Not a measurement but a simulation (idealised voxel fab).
process module | voxel self aligned contacts
cross-section cut | 245 nm wide | cells 5 nm
A cross-section is a grid of square cells, given in bands from the top down. A band is one or more rows of cells.
Each band's line starts with the height of the band's top and of its bottom, in nm. Then come its materials from left to right, each with its width in nm. One material with "throughout" fills the band from edge to edge. "air" is empty space.
Height 0 is the level under which the wafer as received is all one material. The lowest band goes on downwards, as in "0 down".
A width such as "30 to 40" changes by the same amount from each row of cells to the next, from the band's top row to its bottom row.
"no change" after a step means that no cell of the cross-section changed.
closed voids: empty space of 8 cells or more with no open way to the top, each as width x height at its distance from the left edge, in nm
after a step's settings: what the simulator itself notes on the step
overlay nm, on a step with a mask: how far to the right of its planned place the mask lay; to the left if negative
plan
1 op RECEIVE | material Si
2 op CONFORMAL_DEP | material SiO2 | thk nm 5
3 op DIRECTIONAL_DEP | material polySi | thk nm 20
4 op DIRECTIONAL_DEP | material SiN | thk nm 25
5 op DIRECTIONAL_DEP | material aC | thk nm 10
6 op PATTERN | tone cover | mask id GATE | material resist | width nm 25 | pitch nm 70 | thk nm 30 | overlay nm 0
7 op DIRECTIONAL_ETCH | etch materials aC | depth nm 10
8 op STRIP | etch materials resist
9 op DIRECTIONAL_ETCH | etch materials SiN | depth nm 25
10 op DIRECTIONAL_ETCH | etch materials polySi | depth nm 20
11 op STRIP | etch materials aC
12 op CONFORMAL_DEP | material SiN | thk nm 10
13 op DIRECTIONAL_ETCH | etch materials SiN | depth nm 10
14 op FILL_DEP | material SiO2 | thk nm 10
15 op CMP | height nm 55
16 op MASKED_ETCH | tone open | mask id CONTACT | width nm 55 | pitch nm 70 | etch materials SiO2 | depth nm 55 | overlay nm 0
17 op CONFORMAL_DEP | material TiN | thk nm 5
18 op FILL_DEP | material W | thk nm 5
19 op CMP | height nm 55
20 op CONFORMAL_DEP | material SiCN | thk nm 5
as received, after step 1
  0 down: Si throughout
  closed voids: none
a wafer at the end: this start, this plan, one mistake
  60 to 55: SiCN throughout
  55 to 50: SiO2 60 | TiN 20 | W 15 | TiN 20 | SiO2 15 | TiN 20 | W 15 | TiN 20 | SiO2 60
  50 to 35: SiO2 30 | SiN 45 | TiN 5 | W 15 | TiN 5 | SiN 45 | TiN 5 | W 15 | TiN 5 | SiN 45 | SiO2 30
  35 to 30: SiO2 30 | SiN 45 | TiN 25 | SiN 45 | TiN 25 | SiN 45 | SiO2 30
  30 to 25: SiN throughout
  25 to 5: polySi throughout
  5 to 0: SiO2 throughout
  0 down: Si throughout
  closed voids: none
what went wrong: step 9 ran as: op DIRECTIONAL_ETCH | etch materials SiN | depth nm 20
